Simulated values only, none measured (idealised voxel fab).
Herein follows the process module entitled voxel capacitor over wiring.
Pictured: cross-section cut, 215 nm wide, on a grid of 5 nm square cells.
Cross-section format: a grid of square cells, given as bands from top to bottom; each band is one or more rows of cells.
Top, bottom (nm), then materials left to right with widths (nm); lone material tagged "full width" fills the whole band edge to edge; "blank" = empty space.
All heights in this document are referenced to 0, defined as the level beneath which the wafer, as received, consists entirely of one material. The lowest band is not bounded below; it extends indefinitely downward and is written in the form "0 and below".
Graded width ("30->40"): value in top row of band = first number; value in bottom row = second number; row-to-row change constant.
"nothing different" after a step means that no cell of the cross-section changed.
If an empty space has no open way to the top and is at least 8 cells in size, "Sealed voids" lists it, written width x height at distance, where distance is measured from the left edge and every value is in nm.
after a step's settings: what the simulator itself notes on the step
overlay nm: step with mask; distance mask lay right of planned place; negative value = left of planned place.
In what follows, pairs of cross-sections are presented, each taken before and after one process step, with the after cross-section shown only down to the lowest band that was altered; the step, together with its settings, is stated below the pair. The pairs may stem from different runs of this module on the same starting wafer; accordingly, a pair should be taken as continuing from the one above it solely where its entry headed "Before the process" indicates as much.
Before the process
    0 and below | Si full width
    Sealed voids: none
Result of Step
    15 down to 0 | SiO2 full width
    No changes below 0.
    Sealed voids: none
Which process step falls between the two cross-sections above? CONFORMAL_DEP with material SiO2, thk nm 15
Before the process: The initial state for this step is given by the after cross-section of the immediately preceding pair.
Result of Step
    20 down to 15 | SiCN full width
    No changes below 15.
    Sealed voids: none
Which process step falls between the two cross-sections above? CONFORMAL_DEP with material SiCN, thk nm 5
Before the process: The initial state for this step is given by the after cross-section of the immediately preceding pair.
Result of Step
    40 down to 20 | SiO2 full width
    No changes below 20.
    Sealed voids: none
Which process step falls between the two cross-sections above? DIRECTIONAL_DEP with material SiO2, thk nm 20
Before the process: The initial state for this step is given by the after cross-section of the immediately preceding pair.
Result of Step
    55 down to 40 | aC full width
    No changes below 40.
    Sealed voids: none
Which process step falls between the two cross-sections above? DIRECTIONAL_DEP with material aC, thk nm 15
Before the process: The initial state for this step is given by the after cross-section of the immediately preceding pair.
Result of Step
    85 down to 55 | resist (60); blank (20); resist (55); blank (20); resist (60)
    No changes below 55.
    Sealed voids: none
Which process step falls between the two cross-sections above? PATTERN with tone open, mask id METAL_1, material resist, width nm 20, pitch nm 75, thk nm 30, overlay nm 0
Before the process: The initial state for this step is given by the after cross-section of the immediately preceding pair.
Result of Step
    70 down to 55 | resist (60); blank (20); resist (55); blank (20); resist (60)
    55 down to 40 | aC (60); blank (20); aC (55); blank (20); aC (60)
    No changes below 40.
    Sealed voids: none
Which process step falls between the two cross-sections above? DIRECTIONAL_ETCH with etch materials aC, depth nm 15
Before the process: The initial state for this step is given by the after cross-section of the immediately preceding pair.
Result of Step
    55 down to 40 | aC (60); blank (20); aC (55); blank (20); aC (60)
    No changes below 40.
    Sealed voids: none
Which process step falls between the two cross-sections above? STRIP with etch materials resist
Before the process: The initial state for this step is given by the after cross-section of the immediately preceding pair.
Result of Step
    55 down to 40 | aC (60); blank (20); aC (55); blank (20); aC (60)
    40 down to 20 | SiO2 (60); blank (20); SiO2 (55); blank (20); SiO2 (60)
    No changes below 20.
    Sealed voids: none
Which process step falls between the two cross-sections above? DIRECTIONAL_ETCH with etch materials SiO2, depth nm 20
Before the process: The initial state for this step is given by the after cross-section of the immediately preceding pair.
Result of Step
    55 down to 40 | aC (60); blank (20); aC (55); blank (20); aC (60)
    40 down to 20 | SiO2 (60); blank (20); SiO2 (55); blank (20); SiO2 (60)
    20 down to 15 | SiCN (60); blank (20); SiCN (55); blank (20); SiCN (60)
    No changes below 15.
    Sealed voids: none
Which process step falls between the two cross-sections above? DIRECTIONAL_ETCH with etch materials SiCN, depth nm 5
Before the process: The initial state for this step is given by the after cross-section of the immediately preceding pair.
Result of Step
    40 down to 20 | SiO2 (60); blank (20); SiO2 (55); blank (20); SiO2 (60)
    No changes below 20.
    Sealed voids: none
Which process step falls between the two cross-sections above? STRIP with etch materials aC
Before the process: The initial state for this step is given by the after cross-section of the immediately preceding pair.
Result of Step
    45 down to 40 | TiN (65); blank (10); TiN (65); blank (10); TiN (65)
    40 down to 20 | SiO2 (60); TiN (5); blank (10); TiN (5); SiO2 (55); TiN (5); blank (10); TiN (5); SiO2 (60)
    20 down to 15 | SiCN (60); TiN (20); SiCN (55); TiN (20); SiCN (60)
    No changes below 15.
    Sealed voids: none
Which process step falls between the two cross-sections above? CONFORMAL_DEP with material TiN, thk nm 5
Before the process: The initial state for this step is given by the after cross-section of the immediately preceding pair.
Result of Step
    55 down to 45 | W full width
    45 down to 40 | TiN (65); W (10); TiN (65); W (10); TiN (65)
    40 down to 20 | SiO2 (60); TiN (5); W (10); TiN (5); SiO2 (55); TiN (5); W (10); TiN (5); SiO2 (60)
    No changes below 20.
    Sealed voids: none
Which process step falls between the two cross-sections above? FILL_DEP with material W, thk nm 10
Before the process: The initial state for this step is given by the after cross-section of the immediately preceding pair.
Result of Step
    40 down to 20 | SiO2 (60); TiN (5); W (10); TiN (5); SiO2 (55); TiN (5); W (10); TiN (5); SiO2 (60)
    No changes below 20.
    Sealed voids: none
Which process step falls between the two cross-sections above? CMP with height nm 40
Before the process: The initial state for this step is given by the after cross-section of the immediately preceding pair.
Result of Step
    45 down to 40 | blank (55); Ru (30); blank (45); Ru (30); blank (55)
    No changes below 40.
    Sealed voids: none
Which process step falls between the two cross-sections above? EPI with material Ru, thk nm 5
Before the process: The initial state for this step is given by the after cross-section of the immediately preceding pair.
Result of Step
    50 down to 45 | SiCN full width
    45 down to 40 | SiCN (55); Ru (30); SiCN (45); Ru (30); SiCN (55)
    No changes below 40.
    Sealed voids: none
Which process step falls between the two cross-sections above? FILL_DEP with material SiCN, thk nm 5
Before the process: The initial state for this step is given by the after cross-section of the immediately preceding pair.
Result of Step
    60 down to 50 | SiO2 full width
    No changes below 50.
    Sealed voids: none
Which process step falls between the two cross-sections above? DIRECTIONAL_DEP with material SiO2, thk nm 10
Before the process: The initial state for this step is given by the after cross-section of the immediately preceding pair.
Result of Step
    60 down to 50 | SiO2 (65); blank (15); SiO2 (135)
    No changes below 50.
    Sealed voids: none
Which process step falls between the two cross-sections above? MASKED_ETCH with tone open, mask id PLUG_1, width nm 15, etch materials SiO2, depth nm 10, overlay nm 0
Before the process: The initial state for this step is given by the after cross-section of the immediately preceding pair.
Result of Step
    60 down to 50 | SiO2 (65); blank (15); SiO2 (135)
    50 down to 45 | SiCN (65); blank (15); SiCN (135)
    No changes below 45.
    Sealed voids: none
Which process step falls between the two cross-sections above? MASKED_ETCH with tone open, mask id PLUG_1, width nm 15, etch materials SiCN, depth nm 5, overlay nm 0
Before the process: The initial state for this step is given by the after cross-section of the immediately preceding pair.
Result of Step
    60 down to 55 | SiO2 (65); blank (15); SiO2 (135)
    55 down to 50 | SiO2 (65); Ru (15); SiO2 (135)
    50 down to 45 | SiCN (65); Ru (15); SiCN (135)
    No changes below 45.
    Sealed voids: none
Which process step falls between the two cross-sections above? EPI with material Ru, thk nm 10
Before the process: The initial state for this step is given by the after cross-section of the immediately preceding pair.
Result of Step
    60 down to 50 | SiO2 (65); Ru (15); SiO2 (135)
    No changes below 50.
    Sealed voids: none
Which process step falls between the two cross-sections above? EPI with material Ru, thk nm 5
Before the process: The initial state for this step is given by the after cross-section of the immediately preceding pair.
Result of Step
    70 down to 60 | TiN full width
    No changes below 60.
    Sealed voids: none
Which process step falls between the two cross-sections above? DIRECTIONAL_DEP with material TiN, thk nm 10
Before the process: The initial state for this step is given by the after cross-section of the immediately preceding pair.
Result of Step
    75 down to 70 | Al2O3 full width
    No changes below 70.
    Sealed voids: none
Which process step falls between the two cross-sections above? DIRECTIONAL_DEP with material Al2O3, thk nm 5
Before the process: The initial state for this step is given by the after cross-section of the immediately preceding pair.
Result of Step
    80 down to 75 | TiN full width
    No changes below 75.
    Sealed voids: none
Which process step falls between the two cross-sections above? DIRECTIONAL_DEP with material TiN, thk nm 5
Before the process: The initial state for this step is given by the after cross-section of the immediately preceding pair.
Result of Step
    80 down to 75 | blank (65); TiN (60); blank (90)
    No changes below 75.
    Sealed voids: none
Which process step falls between the two cross-sections above? MASKED_ETCH with tone cover, mask id UPPER_PLATE, width nm 60, etch materials TiN, depth nm 5, overlay nm 0
Before the process: The initial state for this step is given by the after cross-section of the immediately preceding pair.
Result of Step
    80 down to 75 | blank (65); TiN (60); blank (90)
    75 down to 70 | blank (65); Al2O3 (60); blank (90)
    No changes below 70.
    Sealed voids: none
Which process step falls between the two cross-sections above? MASKED_ETCH with tone cover, mask id UPPER_PLATE, width nm 60, etch materials Al2O3, depth nm 5, overlay nm 0
Before the process: The initial state for this step is given by the after cross-section of the immediately preceding pair.
Result of Step
    100 down to 80 | blank (60); resist (70); blank (85)
    80 down to 75 | blank (60); resist (5); TiN (60); resist (5); blank (85)
    75 down to 70 | blank (60); resist (5); Al2O3 (60); resist (5); blank (85)
    No changes below 70.
    Sealed voids: none
Which process step falls between the two cross-sections above? PATTERN with tone cover, mask id LOWER_PLATE, material resist, width nm 70, thk nm 20, overlay nm 0
Before the process: The initial state for this step is given by the after cross-section of the immediately preceding pair.
Result of Step
    100 down to 80 | blank (60); resist (70); blank (85)
    80 down to 75 | blank (60); resist (5); TiN (60); resist (5); blank (85)
    75 down to 70 | blank (60); resist (5); Al2O3 (60); resist (5); blank (85)
    70 down to 60 | blank (60); TiN (70); blank (85)
    No changes below 60.
    Sealed voids: none
Which process step falls between the two cross-sections above? DIRECTIONAL_ETCH with etch materials TiN, depth nm 10
Before the process: The initial state for this step is given by the after cross-section of the immediately preceding pair.
Result of Step
    80 down to 75 | blank (65); TiN (60); blank (90)
    75 down to 70 | blank (65); Al2O3 (60); blank (90)
    No changes below 70.
    Sealed voids: none
Which process step falls between the two cross-sections above? STRIP with etch materials resist
Before the process: The initial state for this step is given by the after cross-section of the immediately preceding pair.
Result of Step
    100 down to 80 | SiO2 full width
    80 down to 75 | SiO2 (65); TiN (60); SiO2 (90)
    75 down to 70 | SiO2 (65); Al2O3 (60); SiO2 (90)
    70 down to 60 | SiO2 (60); TiN (70); SiO2 (85)
    No changes below 60.
    Sealed voids: none
Which process step falls between the two cross-sections above? FILL_DEP with material SiO2, thk nm 20
Before the process: The initial state for this step is given by the after cross-section of the immediately preceding pair.
Result of Step
    95 down to 80 | SiO2 full width
    No changes below 80.
    Sealed voids: none
Which process step falls between the two cross-sections above? CMP with height nm 95
Before the process: The initial state for this step is given by the after cross-section of the immediately preceding pair.
Result of Step
    95 down to 80 | SiO2 (75); blank (15); SiO2 (125)
    No changes below 80.
    Sealed voids: none
Which process step falls between the two cross-sections above? MASKED_ETCH with tone open, mask id PLUG_2, width nm 15, etch materials SiO2, depth nm 15, overlay nm 0
Before the process: The initial state for this step is given by the after cross-section of the immediately preceding pair.
Result of Step
    100 down to 95 | TiN (80); blank (5); TiN (130)
    95 down to 85 | SiO2 (75); TiN (5); blank (5); TiN (5); SiO2 (125)
    85 down to 75 | SiO2 (75->65); TiN (15->60); SiO2 (125->90)
    No changes below 75.
    Sealed voids: none
Which process step falls between the two cross-sections above? CONFORMAL_DEP with material TiN, thk nm 5
Before the process: The initial state for this step is given by the after cross-section of the immediately preceding pair.
Result of Step
    105 down to 100 | Ru full width
    100 down to 95 | TiN (80); Ru (5); TiN (130)
    95 down to 85 | SiO2 (75); TiN (5); Ru (5); TiN (5); SiO2 (125)
    No changes below 85.
    Sealed voids: none
Which process step falls between the two cross-sections above? FILL_DEP with material Ru, thk nm 5
Before the process: The initial state for this step is given by the after cross-section of the immediately preceding pair.
Result of Step
    95 down to 85 | SiO2 (75); TiN (5); Ru (5); TiN (5); SiO2 (125)
    No changes below 85.
    Sealed voids: none
Which process step falls between the two cross-sections above? CMP with height nm 95
Before the process: The initial state for this step is given by the after cross-section of the immediately preceding pair.
Result of Step
    100 down to 95 | SiCN full width
    No changes below 95.
    Sealed voids: none
Which process step falls between the two cross-sections above? CONFORMAL_DEP with material SiCN, thk nm 5
Before the process
    0 and below | Si full width
    Sealed voids: none
Result of Step
    5 down to 0 | SiCN full width
    No changes below 0.
    Sealed voids: none
Which process step falls between the two cross-sections above? CONFORMAL_DEP with material SiCN, thk nm 5
Before the process: The initial state for this step is given by the after cross-section of the immediately preceding pair.
Result of Step
    25 down to 5 | SiO2 full width
    No changes below 5.
    Sealed voids: none
Which process step falls between the two cross-sections above? DIRECTIONAL_DEP with material SiO2, thk nm 20
Before the process: The initial state for this step is given by the after cross-section of the immediately preceding pair.
Result of Step
    40 down to 25 | aC full width
    No changes below 25.
    Sealed voids: none
Which process step falls between the two cross-sections above? DIRECTIONAL_DEP with material aC, thk nm 15
Before the process: The initial state for this step is given by the after cross-section of the immediately preceding pair.
Result of Step
    70 down to 40 | resist (60); blank (20); resist (55); blank (20); resist (60)
    No changes below 40.
    Sealed voids: none
Which process step falls between the two cross-sections above? PATTERN with tone open, mask id METAL_1, material resist, width nm 20, pitch nm 75, thk nm 30, overlay nm 0
Before the process: The initial state for this step is given by the after cross-section of the immediately preceding pair.
Result of Step
    55 down to 40 | resist (60); blank (20); resist (55); blank (20); resist (60)
    40 down to 25 | aC (60); blank (20); aC (55); blank (20); aC (60)
    No changes below 25.
    Sealed voids: none
Which process step falls between the two cross-sections above? DIRECTIONAL_ETCH with etch materials aC, depth nm 15
Before the process: The initial state for this step is given by the after cross-section of the immediately preceding pair.
Result of Step
    40 down to 25 | aC (60); blank (20); aC (55); blank (20); aC (60)
    No changes below 25.
    Sealed voids: none
Which process step falls between the two cross-sections above? STRIP with etch materials resist
Before the process: The initial state for this step is given by the after cross-section of the immediately preceding pair.
Result of Step
    40 down to 25 | aC (60); blank (20); aC (55); blank (20); aC (60)
    25 down to 5 | SiO2 (60); blank (20); SiO2 (55); blank (20); SiO2 (60)
    No changes below 5.
    Sealed voids: none
Which process step falls between the two cross-sections above? DIRECTIONAL_ETCH with etch materials SiO2, depth nm 20
Before the process: The initial state for this step is given by the after cross-section of the immediately preceding pair.
Result of Step
    40 down to 25 | aC (60); blank (20); aC (55); blank (20); aC (60)
    25 down to 5 | SiO2 (60); blank (20); SiO2 (55); blank (20); SiO2 (60)
    5 down to 0 | SiCN (60); blank (20); SiCN (55); blank (20); SiCN (60)
    No changes below 0.
    Sealed voids: none
Which process step falls between the two cross-sections above? DIRECTIONAL_ETCH with etch materials SiCN, depth nm 5
Before the process: The initial state for this step is given by the after cross-section of the immediately preceding pair.
Result of Step
    25 down to 5 | SiO2 (60); blank (20); SiO2 (55); blank (20); SiO2 (60)
    No changes below 5.
    Sealed voids: none
Which process step falls between the two cross-sections above? STRIP with etch materials aC
Before the process: The initial state for this step is given by the after cross-section of the immediately preceding pair.
Result of Step
    30 down to 25 | TiN (65); blank (10); TiN (65); blank (10); TiN (65)
    25 down to 5 | SiO2 (60); TiN (5); blank (10); TiN (5); SiO2 (55); TiN (5); blank (10); TiN (5); SiO2 (60)
    5 down to 0 | SiCN (60); TiN (20); SiCN (55); TiN (20); SiCN (60)
    No changes below 0.
    Sealed voids: none
Which process step falls between the two cross-sections above? CONFORMAL_DEP with material TiN, thk nm 5
Before the process: The initial state for this step is given by the after cross-section of the immediately preceding pair.
Result of Step
    40 down to 30 | W full width
    30 down to 25 | TiN (65); W (10); TiN (65); W (10); TiN (65)
    25 down to 5 | SiO2 (60); TiN (5); W (10); TiN (5); SiO2 (55); TiN (5); W (10); TiN (5); SiO2 (60)
    No changes below 5.
    Sealed voids: none
Which process step falls between the two cross-sections above? FILL_DEP with material W, thk nm 10
Before the process: The initial state for this step is given by the after cross-section of the immediately preceding pair.
Result of Step
    45 down to 40 | Ru full width
    No changes below 40.
    Sealed voids: none
Which process step falls between the two cross-sections above? EPI with material Ru, thk nm 5
Before the process: The initial state for this step is given by the after cross-section of the immediately preceding pair.
Result of Step
    50 down to 45 | SiCN full width
    No changes below 45.
    Sealed voids: none
Which process step falls between the two cross-sections above? FILL_DEP with material SiCN, thk nm 5
Before the process: The initial state for this step is given by the after cross-section of the immediately preceding pair.
Result of Step
    60 down to 50 | SiO2 full width
    No changes below 50.
    Sealed voids: none
Which process step falls between the two cross-sections above? DIRECTIONAL_DEP with material SiO2, thk nm 10
Before the process: The initial state for this step is given by the after cross-section of the immediately preceding pair.
Result of Step
    60 down to 50 | SiO2 (65); blank (15); SiO2 (135)
    No changes below 50.
    Sealed voids: none
Which process step falls between the two cross-sections above? MASKED_ETCH with tone open, mask id PLUG_1, width nm 15, etch materials SiO2, depth nm 10, overlay nm 0
Before the process: The initial state for this step is given by the after cross-section of the immediately preceding pair.
Result of Step
    60 down to 50 | SiO2 (65); blank (15); SiO2 (135)
    50 down to 45 | SiCN (65); blank (15); SiCN (135)
    No changes below 45.
    Sealed voids: none
Which process step falls between the two cross-sections above? MASKED_ETCH with tone open, mask id PLUG_1, width nm 15, etch materials SiCN, depth nm 5, overlay nm 0
Before the process: The initial state for this step is given by the after cross-section of the immediately preceding pair.
Result of Step
    60 down to 55 | SiO2 (65); blank (15); SiO2 (135)
    55 down to 50 | SiO2 (65); Ru (15); SiO2 (135)
    50 down to 45 | SiCN (65); Ru (15); SiCN (135)
    No changes below 45.
    Sealed voids: none
Which process step falls between the two cross-sections above? EPI with material Ru, thk nm 10
Before the process: The initial state for this step is given by the after cross-section of the immediately preceding pair.
Result of Step
    60 down to 50 | SiO2 (65); Ru (15); SiO2 (135)
    No changes below 50.
    Sealed voids: none
Which process step falls between the two cross-sections above? EPI with material Ru, thk nm 5
Before the process: The initial state for this step is given by the after cross-section of the immediately preceding pair.
Result of Step
    70 down to 60 | TiN full width
    No changes below 60.
    Sealed voids: none
Which process step falls between the two cross-sections above? DIRECTIONAL_DEP with material TiN, thk nm 10
Before the process: The initial state for this step is given by the after cross-section of the immediately preceding pair.
Result of Step
    75 down to 70 | Al2O3 full width
    No changes below 70.
    Sealed voids: none
Which process step falls between the two cross-sections above? DIRECTIONAL_DEP with material Al2O3, thk nm 5
Before the process: The initial state for this step is given by the after cross-section of the immediately preceding pair.
Result of Step
    80 down to 75 | TiN full width
    No changes below 75.
    Sealed voids: none
Which process step falls between the two cross-sections above? DIRECTIONAL_DEP with material TiN, thk nm 5
Before the process: The initial state for this step is given by the after cross-section of the immediately preceding pair.
Result of Step
    80 down to 75 | blank (65); TiN (60); blank (90)
    No changes below 75.
    Sealed voids: none
Which process step falls between the two cross-sections above? MASKED_ETCH with tone cover, mask id UPPER_PLATE, width nm 60, etch materials TiN, depth nm 5, overlay nm 0
Before the process: The initial state for this step is given by the after cross-section of the immediately preceding pair.
Result of Step
    80 down to 75 | blank (65); TiN (60); blank (90)
    75 down to 70 | blank (65); Al2O3 (60); blank (90)
    No changes below 70.
    Sealed voids: none
Which process step falls between the two cross-sections above? MASKED_ETCH with tone cover, mask id UPPER_PLATE, width nm 60, etch materials Al2O3, depth nm 5, overlay nm 0
Before the process: The initial state for this step is given by the after cross-section of the immediately preceding pair.
Result of Step
    100 down to 80 | blank (60); resist (70); blank (85)
    80 down to 75 | blank (60); resist (5); TiN (60); resist (5); blank (85)
    75 down to 70 | blank (60); resist (5); Al2O3 (60); resist (5); blank (85)
    No changes below 70.
    Sealed voids: none
Which process step falls between the two cross-sections above? PATTERN with tone cover, mask id LOWER_PLATE, material resist, width nm 70, thk nm 20, overlay nm 0
Before the process: The initial state for this step is given by the after cross-section of the immediately preceding pair.
Result of Step
    100 down to 80 | blank (60); resist (70); blank (85)
    80 down to 75 | blank (60); resist (5); TiN (60); resist (5); blank (85)
    75 down to 70 | blank (60); resist (5); Al2O3 (60); resist (5); blank (85)
    70 down to 60 | blank (60); TiN (70); blank (85)
    No changes below 60.
    Sealed voids: none
Which process step falls between the two cross-sections above? DIRECTIONAL_ETCH with etch materials TiN, depth nm 10
Before the process: The initial state for this step is given by the after cross-section of the immediately preceding pair.
Result of Step
    80 down to 75 | blank (65); TiN (60); blank (90)
    75 down to 70 | blank (65); Al2O3 (60); blank (90)
    No changes below 70.
    Sealed voids: none
Which process step falls between the two cross-sections above? STRIP with etch materials resist
Before the process: The initial state for this step is given by the after cross-section of the immediately preceding pair.
Result of Step
    100 down to 80 | SiO2 full width
    80 down to 75 | SiO2 (65); TiN (60); SiO2 (90)
    75 down to 70 | SiO2 (65); Al2O3 (60); SiO2 (90)
    70 down to 60 | SiO2 (60); TiN (70); SiO2 (85)
    No changes below 60.
    Sealed voids: none
Which process step falls between the two cross-sections above? FILL_DEP with material SiO2, thk nm 20
Before the process: The initial state for this step is given by the after cross-section of the immediately preceding pair.
Result of Step
    95 down to 80 | SiO2 full width
    No changes below 80.
    Sealed voids: none
Which process step falls between the two cross-sections above? CMP with height nm 95
Before the process: The initial state for this step is given by the after cross-section of the immediately preceding pair.
Result of Step
    95 down to 80 | SiO2 (75); blank (15); SiO2 (125)
    No changes below 80.
    Sealed voids: none
Which process step falls between the two cross-sections above? MASKED_ETCH with tone open, mask id PLUG_2, width nm 15, etch materials SiO2, depth nm 15, overlay nm 0
Before the process: The initial state for this step is given by the after cross-section of the immediately preceding pair.
Result of Step
    100 down to 95 | TiN (80); blank (5); TiN (130)
    95 down to 85 | SiO2 (75); TiN (5); blank (5); TiN (5); SiO2 (125)
    85 down to 75 | SiO2 (75->65); TiN (15->60); SiO2 (125->90)
    No changes below 75.
    Sealed voids: none
Which process step falls between the two cross-sections above? CONFORMAL_DEP with material TiN, thk nm 5
Before the process: The initial state for this step is given by the after cross-section of the immediately preceding pair.
Result of Step
    105 down to 100 | Ru full width
    100 down to 95 | TiN (80); Ru (5); TiN (130)
    95 down to 85 | SiO2 (75); TiN (5); Ru (5); TiN (5); SiO2 (125)
    No changes below 85.
    Sealed voids: none
Which process step falls between the two cross-sections above? FILL_DEP with material Ru, thk nm 5
Before the process: The initial state for this step is given by the after cross-section of the immediately preceding pair.
Result of Step
    95 down to 85 | SiO2 (75); TiN (5); Ru (5); TiN (5); SiO2 (125)
    No changes below 85.
    Sealed voids: none
Which process step falls between the two cross-sections above? CMP with height nm 95
Before the process: The initial state for this step is given by the after cross-section of the immediately preceding pair.
Result of Step
    100 down to 95 | SiCN full width
    No changes below 95.
    Sealed voids: none
Which process step falls between the two cross-sections above? CONFORMAL_DEP with material SiCN, thk nm 5
Before the process
    60 down to 55 | SiO2 (65); blank (15); SiO2 (135)
    55 down to 50 | SiO2 (65); Ru (15); SiO2 (135)
    50 down to 45 | SiCN (65); Ru (15); SiCN (135)
    45 down to 40 | SiCN (55); Ru (30); SiCN (45); Ru (30); SiCN (55)
    40 down to 20 | SiO2 (60); TiN (5); W (10); TiN (5); SiO2 (55); TiN (5); W (10); TiN (5); SiO2 (60)
    20 down to 15 | SiCN (60); TiN (20); SiCN (55); TiN (20); SiCN (60)
    15 down to 0 | SiO2 full width
    0 and below | Si full width
    Sealed voids: none
Result of Step
    65 down to 60 | blank (60); Ru (25); blank (130)
    60 down to 50 | SiO2 (65); Ru (15); SiO2 (135)
    No changes below 50.
    Sealed voids: none
Which process step falls between the two cross-sections above? EPI with material Ru, thk nm 10
Before the process: The initial state for this step is given by the after cross-section of the immediately preceding pair.
Result of Step
    70 down to 60 | blank (55); Ru (35); blank (125)
    No changes below 60.
    Sealed voids: none
Which process step falls between the two cross-sections above? EPI with material Ru, thk nm 5
Before the process: The initial state for this step is given by the after cross-section of the immediately preceding pair.
Result of Step
    80 down to 70 | blank (55); TiN (35); blank (125)
    70 down to 60 | TiN (55); Ru (35); TiN (125)
    No changes below 60.
    Sealed voids: none
Which process step falls between the two cross-sections above? DIRECTIONAL_DEP with material TiN, thk nm 10
Before the process: The initial state for this step is given by the after cross-section of the immediately preceding pair.
Result of Step
    85 down to 80 | blank (55); Al2O3 (35); blank (125)
    80 down to 75 | blank (55); TiN (35); blank (125)
    75 down to 70 | Al2O3 (55); TiN (35); Al2O3 (125)
    No changes below 70.
    Sealed voids: none
Which process step falls between the two cross-sections above? DIRECTIONAL_DEP with material Al2O3, thk nm 5
Before the process: The initial state for this step is given by the after cross-section of the immediately preceding pair.
Result of Step
    90 down to 85 | blank (55); TiN (35); blank (125)
    85 down to 80 | blank (55); Al2O3 (35); blank (125)
    80 down to 75 | TiN full width
    No changes below 75.
    Sealed voids: none
Which process step falls between the two cross-sections above? DIRECTIONAL_DEP with material TiN, thk nm 5
Before the process: The initial state for this step is given by the after cross-section of the immediately preceding pair.
Result of Step
    90 down to 85 | blank (65); TiN (25); blank (125)
    85 down to 80 | blank (55); Al2O3 (35); blank (125)
    80 down to 75 | blank (55); TiN (70); blank (90)
    No changes below 75.
    Sealed voids: none
Which process step falls between the two cross-sections above? MASKED_ETCH with tone cover, mask id UPPER_PLATE, width nm 60, etch materials TiN, depth nm 5, overlay nm 0
Before the process: The initial state for this step is given by the after cross-section of the immediately preceding pair.
Result of Step
    90 down to 85 | blank (65); TiN (25); blank (125)
    85 down to 80 | blank (65); Al2O3 (25); blank (125)
    80 down to 75 | blank (55); TiN (70); blank (90)
    75 down to 70 | blank (55); TiN (35); Al2O3 (35); blank (90)
    No changes below 70.
    Sealed voids: none
Which process step falls between the two cross-sections above? MASKED_ETCH with tone cover, mask id UPPER_PLATE, width nm 60, etch materials Al2O3, depth nm 5, overlay nm 0
Before the process: The initial state for this step is given by the after cross-section of the immediately preceding pair.
Result of Step
    110 down to 90 | blank (60); resist (70); blank (85)
    90 down to 85 | blank (60); resist (5); TiN (25); resist (40); blank (85)
    85 down to 80 | blank (60); resist (5); Al2O3 (25); resist (40); blank (85)
    80 down to 75 | blank (55); TiN (70); resist (5); blank (85)
    75 down to 70 | blank (55); TiN (35); Al2O3 (35); resist (5); blank (85)
    No changes below 70.
    Sealed voids: none
Which process step falls between the two cross-sections above? PATTERN with tone cover, mask id LOWER_PLATE, material resist, width nm 70, thk nm 20, overlay nm 0
Before the process: The initial state for this step is given by the after cross-section of the immediately preceding pair.
Result of Step
    110 down to 90 | blank (60); resist (70); blank (85)
    90 down to 85 | blank (60); resist (5); TiN (25); resist (40); blank (85)
    85 down to 80 | blank (60); resist (5); Al2O3 (25); resist (40); blank (85)
    80 down to 75 | blank (60); TiN (65); resist (5); blank (85)
    75 down to 70 | blank (60); TiN (30); Al2O3 (35); resist (5); blank (85)
    70 down to 60 | blank (55); Ru (35); TiN (40); blank (85)
    No changes below 60.
    Sealed voids: none
Which process step falls between the two cross-sections above? DIRECTIONAL_ETCH with etch materials TiN, depth nm 10
Before the process: The initial state for this step is given by the after cross-section of the immediately preceding pair.
Result of Step
    90 down to 85 | blank (65); TiN (25); blank (125)
    85 down to 80 | blank (65); Al2O3 (25); blank (125)
    80 down to 75 | blank (60); TiN (65); blank (90)
    75 down to 70 | blank (60); TiN (30); Al2O3 (35); blank (90)
    No changes below 70.
    Sealed voids: none
Which process step falls between the two cross-sections above? STRIP with etch materials resist
Before the process: The initial state for this step is given by the after cross-section of the immediately preceding pair.
Result of Step
    110 down to 90 | SiO2 full width
    90 down to 85 | SiO2 (65); TiN (25); SiO2 (125)
    85 down to 80 | SiO2 (65); Al2O3 (25); SiO2 (125)
    80 down to 75 | SiO2 (60); TiN (65); SiO2 (90)
    75 down to 70 | SiO2 (60); TiN (30); Al2O3 (35); SiO2 (90)
    70 down to 60 | SiO2 (55); Ru (35); TiN (40); SiO2 (85)
    No changes below 60.
    Sealed voids: none
Which process step falls between the two cross-sections above? FILL_DEP with material SiO2, thk nm 20
Before the process: The initial state for this step is given by the after cross-section of the immediately preceding pair.
Result of Step
    95 down to 90 | SiO2 full width
    No changes below 90.
    Sealed voids: none
Which process step falls between the two cross-sections above? CMP with height nm 95
Before the process: The initial state for this step is given by the after cross-section of the immediately preceding pair.
Result of Step
    95 down to 90 | SiO2 (75); blank (15); SiO2 (125)
    No changes below 90.
    Sealed voids: none
Which process step falls between the two cross-sections above? MASKED_ETCH with tone open, mask id PLUG_2, width nm 15, etch materials SiO2, depth nm 15, overlay nm 0
Before the process: The initial state for this step is given by the after cross-section of the immediately preceding pair.
Result of Step
    100 down to 95 | TiN (80); blank (5); TiN (130)
    95 down to 85 | SiO2 (75->65); TiN (15->25); SiO2 (125)
    No changes below 85.
    Sealed voids: none
Which process step falls between the two cross-sections above? CONFORMAL_DEP with material TiN, thk nm 5
Before the process: The initial state for this step is given by the after cross-section of the immediately preceding pair.
Result of Step
    105 down to 100 | Ru full width
    100 down to 95 | TiN (80); Ru (5); TiN (130)
    No changes below 95.
    Sealed voids: none
Which process step falls between the two cross-sections above? FILL_DEP with material Ru, thk nm 5
Before the process: The initial state for this step is given by the after cross-section of the immediately preceding pair.
Result of Step
    95 down to 85 | SiO2 (75->65); TiN (15->25); SiO2 (125)
    No changes below 85.
    Sealed voids: none
Which process step falls between the two cross-sections above? CMP with height nm 95
Before the process: The initial state for this step is given by the after cross-section of the immediately preceding pair.
Result of Step
    100 down to 95 | SiCN full width
    No changes below 95.
    Sealed voids: none
Which process step falls between the two cross-sections above? CONFORMAL_DEP with material SiCN, thk nm 5
Before the process
    5 down to 0 | SiCN full width
    0 and below | Si full width
    Sealed voids: none
Result of Step
    20 down to 5 | SiO2 full width
    No changes below 5.
    Sealed voids: none
Which process step falls between the two cross-sections above? CONFORMAL_DEP with material SiO2, thk nm 15
Before the process: The initial state for this step is given by the after cross-section of the immediately preceding pair.
Result of Step
    40 down to 5 | SiO2 full width
    No changes below 5.
    Sealed voids: none
Which process step falls between the two cross-sections above? DIRECTIONAL_DEP with material SiO2, thk nm 20
Before the process: The initial state for this step is given by the after cross-section of the immediately preceding pair.
Result of Step
    55 down to 40 | aC full width
    No changes below 40.
    Sealed voids: none
Which process step falls between the two cross-sections above? DIRECTIONAL_DEP with material aC, thk nm 15
Before the process: The initial state for this step is given by the after cross-section of the immediately preceding pair.
Result of Step
    85 down to 55 | resist (60); blank (20); resist (55); blank (20); resist (60)
    No changes below 55.
    Sealed voids: none
Which process step falls between the two cross-sections above? PATTERN with tone open, mask id METAL_1, material resist, width nm 20, pitch nm 75, thk nm 30, overlay nm 0
Before the process: The initial state for this step is given by the after cross-section of the immediately preceding pair.
Result of Step
    70 down to 55 | resist (60); blank (20); resist (55); blank (20); resist (60)
    55 down to 40 | aC (60); blank (20); aC (55); blank (20); aC (60)
    No changes below 40.
    Sealed voids: none
Which process step falls between the two cross-sections above? DIRECTIONAL_ETCH with etch materials aC, depth nm 15
